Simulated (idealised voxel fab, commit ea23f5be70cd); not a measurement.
process module | voxel wiring stack
cross-section cut | 210 nm wide | cells 5 nm
A cross-section is a grid of square cells, given in bands from the top down. A band is one or more rows of cells.
Each band's line starts with the height of the band's top and of its bottom, in nm. Then come its materials from left to right, each with its width in nm. One material with "throughout" fills the band from edge to edge. "air" is empty space.
Height 0 is the level under which the wafer as received is all one material. The lowest band goes on downwards, as in "0 down".
A width such as "30 to 40" changes by the same amount from each row of cells to the next, from the band's top row to its bottom row.
"no change" after a step means that no cell of the cross-section changed.
closed voids: empty space of 8 cells or more with no open way to the top, each as width x height at its distance from the left edge, in nm
after a step's settings: what the simulator itself notes on the step
overlay nm, on a step with a mask: how far to the right of its planned place the mask lay; to the left if negative
plan
1 op RECEIVE | material Si
2 op CONFORMAL_DEP | material SiO2 | thk nm 15
3 op DIRECTIONAL_DEP | material TiN | thk nm 5
4 op DIRECTIONAL_DEP | material W | thk nm 20
5 op MASKED_ETCH | tone cover | mask id METAL_1 | width nm 20 | pitch nm 35 | etch materials W | depth nm 20 | overlay nm 0
6 op MASKED_ETCH | tone cover | mask id METAL_1 | width nm 20 | pitch nm 35 | etch materials TiN | depth nm 5 | overlay nm 0
7 op CONFORMAL_DEP | material SiN | thk nm 5
8 op FILL_DEP | material SiO2 | thk nm 5
9 op CMP | height nm 40
10 op CONFORMAL_DEP | material SiCN | thk nm 5
11 op DIRECTIONAL_DEP | material SiO2 | thk nm 35
12 op MASKED_ETCH | tone open | mask id METAL_2 | width nm 20 | pitch nm 35 | etch materials SiO2 | depth nm 20 | overlay nm 0
13 op MASKED_ETCH | tone open | mask id METAL_2_HOLES | width nm 15 | etch materials SiO2 | depth nm 15 | overlay nm 0
14 op MASKED_ETCH | tone open | mask id METAL_2_HOLES | width nm 15 | etch materials SiCN | depth nm 5 | overlay nm 0
15 op CONFORMAL_DEP | material TiN | thk nm 5
16 op FILL_DEP | material Cu | thk nm 5
17 op CMP | height nm 80
18 op CONFORMAL_DEP | material SiCN | thk nm 5
19 op DIRECTIONAL_DEP | material SiO2 | thk nm 10
20 op MASKED_ETCH | tone open | mask id PLUG_2 | width nm 15 | pitch nm 35 | etch materials SiO2 | depth nm 10 | overlay nm 0
21 op MASKED_ETCH | tone open | mask id PLUG_2 | width nm 15 | pitch nm 35 | etch materials SiCN | depth nm 5 | overlay nm 0
22 op EPI | material Ru | thk nm 10
23 op EPI | material Ru | thk nm 5
24 op CONFORMAL_DEP | material SiN | thk nm 5
25 op DIRECTIONAL_DEP | material SiO2 | thk nm 15
26 op PATTERN | tone open | mask id METAL_3 | material resist | width nm 20 | pitch nm 35 | thk nm 20 | overlay nm 0
27 op DIRECTIONAL_ETCH | etch materials SiO2 | depth nm 15
28 op DIRECTIONAL_ETCH | etch materials SiN | depth nm 5
29 op STRIP | etch materials resist
30 op CONFORMAL_DEP | material TiN | thk nm 5
31 op FILL_DEP | material W | thk nm 10
32 op CMP | height nm 115
33 op CONFORMAL_DEP | material SiCN | thk nm 5
34 op DIRECTIONAL_DEP | material SiO2 | thk nm 35
35 op PATTERN | tone open | mask id METAL_4 | material resist | width nm 20 | pitch nm 35 | thk nm 20 | overlay nm 0
36 op DIRECTIONAL_ETCH | etch materials SiO2 | depth nm 20
37 op STRIP | etch materials resist
38 op DIRECTIONAL_DEP | material aC | thk nm 10
39 op PATTERN | tone open | mask id METAL_4_HOLES | material resist | width nm 15 | pitch nm 35 | thk nm 25 | overlay nm 0
40 op DIRECTIONAL_ETCH | etch materials aC | depth nm 10
41 op STRIP | etch materials resist
42 op DIRECTIONAL_ETCH | etch materials SiO2 | depth nm 15
43 op DIRECTIONAL_ETCH | etch materials SiCN | depth nm 5
44 op STRIP | etch materials aC
45 op CONFORMAL_DEP | material TiN | thk nm 5
46 op FILL_DEP | material Cu | thk nm 10
47 op CMP | height nm 155
48 op CONFORMAL_DEP | material SiCN | thk nm 5
first wafer, as planned
as received, after step 1
  0 down: Si throughout
  closed voids: none
after step 2
  15 to 0: SiO2 throughout
  below 0: unchanged
after step 3
  20 to 15: TiN throughout
  below 15: unchanged
after step 4
  40 to 20: W throughout
  below 20: unchanged
after step 5
  40 to 20: air 75 | W 20 | air 15 | W 20 | air 80
  below 20: unchanged
after step 6
  40 to 20: air 75 | W 20 | air 15 | W 20 | air 80
  20 to 15: air 75 | TiN 20 | air 15 | TiN 20 | air 80
  below 15: unchanged
after step 7
  45 to 40: air 70 | SiN 30 | air 5 | SiN 30 | air 75
  40 to 20: air 70 | SiN 5 | W 20 | SiN 5 | air 5 | SiN 5 | W 20 | SiN 5 | air 75
  20 to 15: SiN 75 | TiN 20 | SiN 15 | TiN 20 | SiN 80
  below 15: unchanged
after step 8
  50 to 45: SiO2 throughout
  45 to 40: SiO2 70 | SiN 30 | SiO2 5 | SiN 30 | SiO2 75
  40 to 20: SiO2 70 | SiN 5 | W 20 | SiN 5 | SiO2 5 | SiN 5 | W 20 | SiN 5 | SiO2 75
  below 20: unchanged
after step 9
  40 to 20: SiO2 70 | SiN 5 | W 20 | SiN 5 | SiO2 5 | SiN 5 | W 20 | SiN 5 | SiO2 75
  below 20: unchanged
after step 10
  45 to 40: SiCN throughout
  below 40: unchanged
after step 11
  80 to 45: SiO2 throughout
  below 45: unchanged
after step 12
  80 to 60: SiO2 75 | air 20 | SiO2 15 | air 20 | SiO2 80
  below 60: unchanged
after step 13
  80 to 60: SiO2 75 | air 20 | SiO2 15 | air 20 | SiO2 80
  60 to 45: SiO2 75 | air 15 | SiO2 120
  below 45: unchanged
after step 14
  80 to 60: SiO2 75 | air 20 | SiO2 15 | air 20 | SiO2 80
  60 to 45: SiO2 75 | air 15 | SiO2 120
  45 to 40: SiCN 75 | air 15 | SiCN 120
  below 40: unchanged
after step 15
  85 to 80: TiN 80 | air 10 | TiN 25 | air 10 | TiN 85
  80 to 65: SiO2 75 | TiN 5 | air 10 | TiN 5 | SiO2 15 | TiN 5 | air 10 | TiN 5 | SiO2 80
  65 to 60: SiO2 75 | TiN 5 | air 5 | TiN 10 | SiO2 15 | TiN 20 | SiO2 80
  60 to 45: SiO2 75 | TiN 5 | air 5 | TiN 5 | SiO2 120
  45 to 40: SiCN 75 | TiN 15 | SiCN 120
  below 40: unchanged
after step 16
  90 to 85: Cu throughout
  85 to 80: TiN 80 | Cu 10 | TiN 25 | Cu 10 | TiN 85
  80 to 65: SiO2 75 | TiN 5 | Cu 10 | TiN 5 | SiO2 15 | TiN 5 | Cu 10 | TiN 5 | SiO2 80
  65 to 60: SiO2 75 | TiN 5 | Cu 5 | TiN 10 | SiO2 15 | TiN 20 | SiO2 80
  60 to 45: SiO2 75 | TiN 5 | Cu 5 | TiN 5 | SiO2 120
  below 45: unchanged
after step 17
  80 to 65: SiO2 75 | TiN 5 | Cu 10 | TiN 5 | SiO2 15 | TiN 5 | Cu 10 | TiN 5 | SiO2 80
  below 65: unchanged
after step 18
  85 to 80: SiCN throughout
  below 80: unchanged
after step 19
  95 to 85: SiO2 throughout
  below 85: unchanged
after step 20
  95 to 85: SiO2 75 | air 15 | SiO2 20 | air 15 | SiO2 85
  below 85: unchanged
after step 21
  95 to 85: SiO2 75 | air 15 | SiO2 20 | air 15 | SiO2 85
  85 to 80: SiCN 75 | air 15 | SiCN 20 | air 15 | SiCN 85
  below 80: unchanged
after step 22
  95 to 90: SiO2 75 | air 15 | SiO2 20 | air 15 | SiO2 85
  90 to 85: SiO2 75 | Ru 15 | SiO2 20 | Ru 15 | SiO2 85
  85 to 80: SiCN 75 | Ru 15 | SiCN 20 | Ru 15 | SiCN 85
  below 80: unchanged
after step 23
  95 to 85: SiO2 75 | Ru 15 | SiO2 20 | Ru 15 | SiO2 85
  below 85: unchanged
after step 24
  100 to 95: SiN throughout
  below 95: unchanged
after step 25
  115 to 100: SiO2 throughout
  below 100: unchanged
after step 26
  135 to 115: resist 75 | air 20 | resist 15 | air 20 | resist 80
  below 115: unchanged
after step 27
  135 to 115: resist 75 | air 20 | resist 15 | air 20 | resist 80
  115 to 100: SiO2 75 | air 20 | SiO2 15 | air 20 | SiO2 80
  below 100: unchanged
after step 28
  135 to 115: resist 75 | air 20 | resist 15 | air 20 | resist 80
  115 to 100: SiO2 75 | air 20 | SiO2 15 | air 20 | SiO2 80
  100 to 95: SiN 75 | air 20 | SiN 15 | air 20 | SiN 80
  below 95: unchanged
after step 29
  115 to 100: SiO2 75 | air 20 | SiO2 15 | air 20 | SiO2 80
  below 100: unchanged
after step 30
  120 to 115: TiN 80 | air 10 | TiN 25 | air 10 | TiN 85
  115 to 100: SiO2 75 | TiN 5 | air 10 | TiN 5 | SiO2 15 | TiN 5 | air 10 | TiN 5 | SiO2 80
  100 to 95: SiN 75 | TiN 20 | SiN 15 | TiN 20 | SiN 80
  below 95: unchanged
after step 31
  130 to 120: W throughout
  120 to 115: TiN 80 | W 10 | TiN 25 | W 10 | TiN 85
  115 to 100: SiO2 75 | TiN 5 | W 10 | TiN 5 | SiO2 15 | TiN 5 | W 10 | TiN 5 | SiO2 80
  below 100: unchanged
after step 32
  115 to 100: SiO2 75 | TiN 5 | W 10 | TiN 5 | SiO2 15 | TiN 5 | W 10 | TiN 5 | SiO2 80
  below 100: unchanged
after step 33
  120 to 115: SiCN throughout
  below 115: unchanged
after step 34
  155 to 120: SiO2 throughout
  below 120: unchanged
after step 35
  175 to 155: resist 75 | air 20 | resist 15 | air 20 | resist 80
  below 155: unchanged
after step 36
  175 to 155: resist 75 | air 20 | resist 15 | air 20 | resist 80
  155 to 135: SiO2 75 | air 20 | SiO2 15 | air 20 | SiO2 80
  below 135: unchanged
after step 37
  155 to 135: SiO2 75 | air 20 | SiO2 15 | air 20 | SiO2 80
  below 135: unchanged
after step 38
  165 to 155: aC 75 | air 20 | aC 15 | air 20 | aC 80
  155 to 145: SiO2 75 | air 20 | SiO2 15 | air 20 | SiO2 80
  145 to 135: SiO2 75 | aC 20 | SiO2 15 | aC 20 | SiO2 80
  below 135: unchanged
after step 39
  190 to 165: resist 75 | air 15 | resist 20 | air 15 | resist 85
  165 to 155: aC 75 | air 15 | resist 5 | aC 15 | air 15 | resist 5 | aC 80
  155 to 145: SiO2 75 | air 15 | resist 5 | SiO2 15 | air 15 | resist 5 | SiO2 80
  below 145: unchanged
after step 40
  180 to 165: resist 75 | air 15 | resist 20 | air 15 | resist 85
  165 to 155: aC 75 | air 15 | resist 5 | aC 15 | air 15 | resist 5 | aC 80
  155 to 145: SiO2 75 | air 15 | resist 5 | SiO2 15 | air 15 | resist 5 | SiO2 80
  145 to 135: SiO2 75 | air 15 | aC 5 | SiO2 15 | air 15 | aC 5 | SiO2 80
  below 135: unchanged
after step 41
  165 to 155: aC 75 | air 20 | aC 15 | air 20 | aC 80
  155 to 145: SiO2 75 | air 20 | SiO2 15 | air 20 | SiO2 80
  below 145: unchanged
after step 42
  165 to 155: aC 75 | air 20 | aC 15 | air 20 | aC 80
  155 to 145: SiO2 75 | air 20 | SiO2 15 | air 20 | SiO2 80
  145 to 135: SiO2 75 | air 15 | aC 5 | SiO2 15 | air 15 | aC 5 | SiO2 80
  135 to 120: SiO2 75 | air 15 | SiO2 20 | air 15 | SiO2 85
  below 120: unchanged
after step 43
  165 to 155: aC 75 | air 20 | aC 15 | air 20 | aC 80
  155 to 145: SiO2 75 | air 20 | SiO2 15 | air 20 | SiO2 80
  145 to 135: SiO2 75 | air 15 | aC 5 | SiO2 15 | air 15 | aC 5 | SiO2 80
  135 to 120: SiO2 75 | air 15 | SiO2 20 | air 15 | SiO2 85
  120 to 115: SiCN 75 | air 15 | SiCN 20 | air 15 | SiCN 85
  below 115: unchanged
after step 44
  155 to 135: SiO2 75 | air 20 | SiO2 15 | air 20 | SiO2 80
  below 135: unchanged
after step 45
  160 to 155: TiN 80 | air 10 | TiN 25 | air 10 | TiN 85
  155 to 140: SiO2 75 | TiN 5 | air 10 | TiN 5 | SiO2 15 | TiN 5 | air 10 | TiN 5 | SiO2 80
  140 to 135: SiO2 75 | TiN 5 | air 5 | TiN 10 | SiO2 15 | TiN 5 | air 5 | TiN 10 | SiO2 80
  135 to 120: SiO2 75 | TiN 5 | air 5 | TiN 5 | SiO2 20 | TiN 5 | air 5 | TiN 5 | SiO2 85
  120 to 115: SiCN 75 | TiN 15 | SiCN 20 | TiN 15 | SiCN 85
  below 115: unchanged
after step 46
  170 to 160: Cu throughout
  160 to 155: TiN 80 | Cu 10 | TiN 25 | Cu 10 | TiN 85
  155 to 140: SiO2 75 | TiN 5 | Cu 10 | TiN 5 | SiO2 15 | TiN 5 | Cu 10 | TiN 5 | SiO2 80
  140 to 135: SiO2 75 | TiN 5 | Cu 5 | TiN 10 | SiO2 15 | TiN 5 | Cu 5 | TiN 10 | SiO2 80
  135 to 120: SiO2 75 | TiN 5 | Cu 5 | TiN 5 | SiO2 20 | TiN 5 | Cu 5 | TiN 5 | SiO2 85
  below 120: unchanged
after step 47
  155 to 140: SiO2 75 | TiN 5 | Cu 10 | TiN 5 | SiO2 15 | TiN 5 | Cu 10 | TiN 5 | SiO2 80
  below 140: unchanged
after step 48
  160 to 155: SiCN throughout
  below 155: unchanged
second wafer: like start, like plan, one mistake. Through step 18 it matches the first wafer
when step 19 should have ended
  95 to 80: SiCN throughout
  below 80: unchanged
when step 20 should have ended: no change
when step 21 should have ended
  95 to 90: SiCN 75 | air 15 | SiCN 20 | air 15 | SiCN 85
  below 90: unchanged
when step 22 should have ended: no change
when step 23 should have ended: no change
when step 24 should have ended
  100 to 95: SiN 80 | air 5 | SiN 30 | air 5 | SiN 90
  95 to 90: SiCN 75 | SiN 15 | SiCN 20 | SiN 15 | SiCN 85
  below 90: unchanged
when step 25 should have ended
  115 to 110: SiO2 80 | air 5 | SiO2 30 | air 5 | SiO2 90
  110 to 100: SiO2 throughout
  100 to 95: SiN 80 | SiO2 5 | SiN 30 | SiO2 5 | SiN 90
  below 95: unchanged
when step 26 should have ended
  135 to 115: resist 75 | air 20 | resist 15 | air 20 | resist 80
  below 115: unchanged
when step 27 should have ended
  135 to 115: resist 75 | air 20 | resist 15 | air 20 | resist 80
  115 to 100: SiO2 75 | air 20 | SiO2 15 | air 20 | SiO2 80
  100 to 95: SiN 80 | air 5 | SiN 30 | air 5 | SiN 90
  below 95: unchanged
when step 28 should have ended
  135 to 115: resist 75 | air 20 | resist 15 | air 20 | resist 80
  115 to 100: SiO2 75 | air 20 | SiO2 15 | air 20 | SiO2 80
  100 to 95: SiN 75 | air 20 | SiN 15 | air 20 | SiN 80
  95 to 90: SiCN 75 | SiN 5 | air 5 | SiN 5 | SiCN 20 | SiN 5 | air 5 | SiN 5 | SiCN 85
  below 90: unchanged
when step 29 should have ended
  115 to 100: SiO2 75 | air 20 | SiO2 15 | air 20 | SiO2 80
  below 100: unchanged
when step 30 should have ended
  120 to 115: TiN 80 | air 10 | TiN 25 | air 10 | TiN 85
  115 to 100: SiO2 75 | TiN 5 | air 10 | TiN 5 | SiO2 15 | TiN 5 | air 10 | TiN 5 | SiO2 80
  100 to 95: SiN 75 | TiN 20 | SiN 15 | TiN 20 | SiN 80
  95 to 90: SiCN 75 | SiN 5 | TiN 5 | SiN 5 | SiCN 20 | SiN 5 | TiN 5 | SiN 5 | SiCN 85
  below 90: unchanged
when step 31 should have ended
  130 to 120: W throughout
  120 to 115: TiN 80 | W 10 | TiN 25 | W 10 | TiN 85
  115 to 100: SiO2 75 | TiN 5 | W 10 | TiN 5 | SiO2 15 | TiN 5 | W 10 | TiN 5 | SiO2 80
  below 100: unchanged
when step 32 should have ended
  115 to 100: SiO2 75 | TiN 5 | W 10 | TiN 5 | SiO2 15 | TiN 5 | W 10 | TiN 5 | SiO2 80
  below 100: unchanged
when step 33 should have ended
  120 to 115: SiCN throughout
  below 115: unchanged
when step 34 should have ended
  155 to 120: SiO2 throughout
  below 120: unchanged
when step 35 should have ended
  175 to 155: resist 75 | air 20 | resist 15 | air 20 | resist 80
  below 155: unchanged
when step 36 should have ended
  175 to 155: resist 75 | air 20 | resist 15 | air 20 | resist 80
  155 to 135: SiO2 75 | air 20 | SiO2 15 | air 20 | SiO2 80
  below 135: unchanged
when step 37 should have ended
  155 to 135: SiO2 75 | air 20 | SiO2 15 | air 20 | SiO2 80
  below 135: unchanged
when step 38 should have ended
  165 to 155: aC 75 | air 20 | aC 15 | air 20 | aC 80
  155 to 145: SiO2 75 | air 20 | SiO2 15 | air 20 | SiO2 80
  145 to 135: SiO2 75 | aC 20 | SiO2 15 | aC 20 | SiO2 80
  below 135: unchanged
when step 39 should have ended
  190 to 165: resist 75 | air 15 | resist 20 | air 15 | resist 85
  165 to 155: aC 75 | air 15 | resist 5 | aC 15 | air 15 | resist 5 | aC 80
  155 to 145: SiO2 75 | air 15 | resist 5 | SiO2 15 | air 15 | resist 5 | SiO2 80
  below 145: unchanged
when step 40 should have ended
  180 to 165: resist 75 | air 15 | resist 20 | air 15 | resist 85
  165 to 155: aC 75 | air 15 | resist 5 | aC 15 | air 15 | resist 5 | aC 80
  155 to 145: SiO2 75 | air 15 | resist 5 | SiO2 15 | air 15 | resist 5 | SiO2 80
  145 to 135: SiO2 75 | air 15 | aC 5 | SiO2 15 | air 15 | aC 5 | SiO2 80
  below 135: unchanged
when step 41 should have ended
  165 to 155: aC 75 | air 20 | aC 15 | air 20 | aC 80
  155 to 145: SiO2 75 | air 20 | SiO2 15 | air 20 | SiO2 80
  below 145: unchanged
when step 42 should have ended
  165 to 155: aC 75 | air 20 | aC 15 | air 20 | aC 80
  155 to 145: SiO2 75 | air 20 | SiO2 15 | air 20 | SiO2 80
  145 to 135: SiO2 75 | air 15 | aC 5 | SiO2 15 | air 15 | aC 5 | SiO2 80
  135 to 120: SiO2 75 | air 15 | SiO2 20 | air 15 | SiO2 85
  below 120: unchanged
when step 43 should have ended
  165 to 155: aC 75 | air 20 | aC 15 | air 20 | aC 80
  155 to 145: SiO2 75 | air 20 | SiO2 15 | air 20 | SiO2 80
  145 to 135: SiO2 75 | air 15 | aC 5 | SiO2 15 | air 15 | aC 5 | SiO2 80
  135 to 120: SiO2 75 | air 15 | SiO2 20 | air 15 | SiO2 85
  120 to 115: SiCN 75 | air 15 | SiCN 20 | air 15 | SiCN 85
  below 115: unchanged
when step 44 should have ended
  155 to 135: SiO2 75 | air 20 | SiO2 15 | air 20 | SiO2 80
  below 135: unchanged
when step 45 should have ended
  160 to 155: TiN 80 | air 10 | TiN 25 | air 10 | TiN 85
  155 to 140: SiO2 75 | TiN 5 | air 10 | TiN 5 | SiO2 15 | TiN 5 | air 10 | TiN 5 | SiO2 80
  140 to 135: SiO2 75 | TiN 5 | air 5 | TiN 10 | SiO2 15 | TiN 5 | air 5 | TiN 10 | SiO2 80
  135 to 120: SiO2 75 | TiN 5 | air 5 | TiN 5 | SiO2 20 | TiN 5 | air 5 | TiN 5 | SiO2 85
  120 to 115: SiCN 75 | TiN 15 | SiCN 20 | TiN 15 | SiCN 85
  below 115: unchanged
when step 46 should have ended
  170 to 160: Cu throughout
  160 to 155: TiN 80 | Cu 10 | TiN 25 | Cu 10 | TiN 85
  155 to 140: SiO2 75 | TiN 5 | Cu 10 | TiN 5 | SiO2 15 | TiN 5 | Cu 10 | TiN 5 | SiO2 80
  140 to 135: SiO2 75 | TiN 5 | Cu 5 | TiN 10 | SiO2 15 | TiN 5 | Cu 5 | TiN 10 | SiO2 80
  135 to 120: SiO2 75 | TiN 5 | Cu 5 | TiN 5 | SiO2 20 | TiN 5 | Cu 5 | TiN 5 | SiO2 85
  below 120: unchanged
when step 47 should have ended
  155 to 140: SiO2 75 | TiN 5 | Cu 10 | TiN 5 | SiO2 15 | TiN 5 | Cu 10 | TiN 5 | SiO2 80
  below 140: unchanged
when step 48 should have ended
  160 to 155: SiCN throughout
  below 155: unchanged
what went wrong: step 19 ran as: op DIRECTIONAL_DEP | material SiCN | thk nm 10
at the end the second wafer has, in cells: 18 fewer of Ru | 84 more of SiCN | 4 more of SiN | 72 fewer of SiO2 | 2 more of TiN
